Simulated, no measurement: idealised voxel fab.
This is a process module. Its name is voxel ribs on slabs.
Square cells of 5 nm make up the cross-section cut, whose width is 250 nm.
Format of a cross-section: grid, square cells. Given as bands. Order: top down. Band: one or more rows of cells.
First you get the band's top height and its bottom height, in nm, and then the materials it's made of, left to right, with each width in nm. If you see a single material with "throughout", that one covers the band edge to edge. "blank" is empty space.
Height 0 is the level under which the wafer as received is all one material. The lowest band goes on downwards, as in "0 -> down".
Note: "30..40" means the width goes from the first number (top row of the band) to the second number (bottom row) in equal steps per row of cells.
Step marked "no alteration"? Then no cell in the cross-section changed in it.
In the "Sealed internal cavities" entry, you get each enclosed empty space of 8 cells or more, one with no open way to the top, written width x height at distance, distance from the left edge, in nm.
What comes after the settings on a step's line is commentary from the simulator itself on that step.
"overlay nm" answers the question of how far to the right of plan the mask lay on a step that has a mask, and when it is negative the answer is to the left.
# Process steps foreseen in the plan
1,RECEIVE: material Si
2,DIRECTIONAL_DEP: material SiO2, thk nm 30
3,DIRECTIONAL_DEP: material polySi, thk nm 20
4,PATTERN: tone cover, mask id RIB, material resist, width nm 30, thk nm 15, overlay nm 0
5,DIRECTIONAL_ETCH: etch materials polySi, depth nm 5
6,STRIP: etch materials resist
7,PATTERN: tone cover, mask id SLAB, material resist, width nm 80, thk nm 15, overlay nm 0
8,DIRECTIONAL_ETCH: etch materials polySi, depth nm 15
9,STRIP: etch materials resist
10,FILL_DEP: material SiO2, thk nm 15
11,CMP: height nm 60
12,DIRECTIONAL_DEP: material W, thk nm 10
13,PATTERN: tone cover, mask id HEATER, material resist, width nm 40, thk nm 20, overlay nm 0
14,DIRECTIONAL_ETCH: etch materials W, depth nm 10
15,STRIP: etch materials resist
16,CONFORMAL_DEP: material SiO2, thk nm 5
# Run as planned: first of two wafers
# Shown in cross-section is the wafer as received, that is, as it stands after step 1
  0 -> down = Si throughout
  Sealed internal cavities: none
# Cross-sectional representation of the wafer at the conclusion of step 2
  30 -> 0 = SiO2 throughout
  Under the height 0 nothing was changed.
# Cross-sectional representation of the wafer at the conclusion of step 3
  50 -> 30 = polySi throughout
  Under the height 30 nothing was changed.
# Cross-sectional representation of the wafer at the conclusion of step 4
  65 -> 50 = blank 110; resist 30; blank 110
  Under the height 50 nothing was changed.
# Cross-sectional representation of the wafer at the conclusion of step 5
  65 -> 50 = blank 110; resist 30; blank 110
  50 -> 45 = blank 110; polySi 30; blank 110
  Under the height 45 nothing was changed.
# Cross-sectional representation of the wafer at the conclusion of step 6
  50 -> 45 = blank 110; polySi 30; blank 110
  Under the height 45 nothing was changed.
# Cross-sectional representation of the wafer at the conclusion of step 7
  65 -> 50 = blank 85; resist 80; blank 85
  50 -> 45 = blank 85; resist 25; polySi 30; resist 25; blank 85
  Under the height 45 nothing was changed.
# Cross-sectional representation of the wafer at the conclusion of step 8
  65 -> 50 = blank 85; resist 80; blank 85
  50 -> 45 = blank 85; resist 25; polySi 30; resist 25; blank 85
  45 -> 30 = blank 85; polySi 80; blank 85
  Under the height 30 nothing was changed.
# Cross-sectional representation of the wafer at the conclusion of step 9
  50 -> 45 = blank 110; polySi 30; blank 110
  Under the height 45 nothing was changed.
# Cross-sectional representation of the wafer at the conclusion of step 10
  65 -> 50 = SiO2 throughout
  50 -> 45 = SiO2 110; polySi 30; SiO2 110
  45 -> 30 = SiO2 85; polySi 80; SiO2 85
  Under the height 30 nothing was changed.
# Cross-sectional representation of the wafer at the conclusion of step 11
  60 -> 50 = SiO2 throughout
  Under the height 50 nothing was changed.
# Cross-sectional representation of the wafer at the conclusion of step 12
  70 -> 60 = W throughout
  Under the height 60 nothing was changed.
# Cross-sectional representation of the wafer at the conclusion of step 13
  90 -> 70 = blank 105; resist 40; blank 105
  Under the height 70 nothing was changed.
# Cross-sectional representation of the wafer at the conclusion of step 14
  90 -> 70 = blank 105; resist 40; blank 105
  70 -> 60 = blank 105; W 40; blank 105
  Under the height 60 nothing was changed.
# Cross-sectional representation of the wafer at the conclusion of step 15
  70 -> 60 = blank 105; W 40; blank 105
  Under the height 60 nothing was changed.
# Cross-sectional representation of the wafer at the conclusion of step 16
  75 -> 70 = blank 100; SiO2 50; blank 100
  70 -> 65 = blank 100; SiO2 5; W 40; SiO2 5; blank 100
  65 -> 60 = SiO2 105; W 40; SiO2 105
  Under the height 60 nothing was changed.
# Regarding the second of the two wafers: it shared the first wafer's starting condition and process plan, yet one error occurred during its execution. Its history coincides with that of the first wafer up to and including step 11
# Cross-section of the second wafer corresponding to the planned conclusion of step 12
  70 -> 60 = polySi throughout
  Under the height 60 nothing was changed.
# Cross-section of the second wafer corresponding to the planned conclusion of step 13
  90 -> 70 = blank 105; resist 40; blank 105
  Under the height 70 nothing was changed.
Cross-section of the second wafer corresponding to the planned conclusion of step 14: no alteration
# Cross-section of the second wafer corresponding to the planned conclusion of step 15
  70 -> 60 = polySi throughout
  Under the height 60 nothing was changed.
# Cross-section of the second wafer corresponding to the planned conclusion of step 16
  75 -> 70 = SiO2 throughout
  Under the height 70 nothing was changed.
Which mistake was made when the wafer was run? for step 12, the planned setting was not used; the step was instead run as DIRECTIONAL_DEP: material polySi, thk nm 10
The closing comparison, in cells, has the second wafer with more or fewer of some materials than the first: -4 SiO2; -16 W; +100 polySi
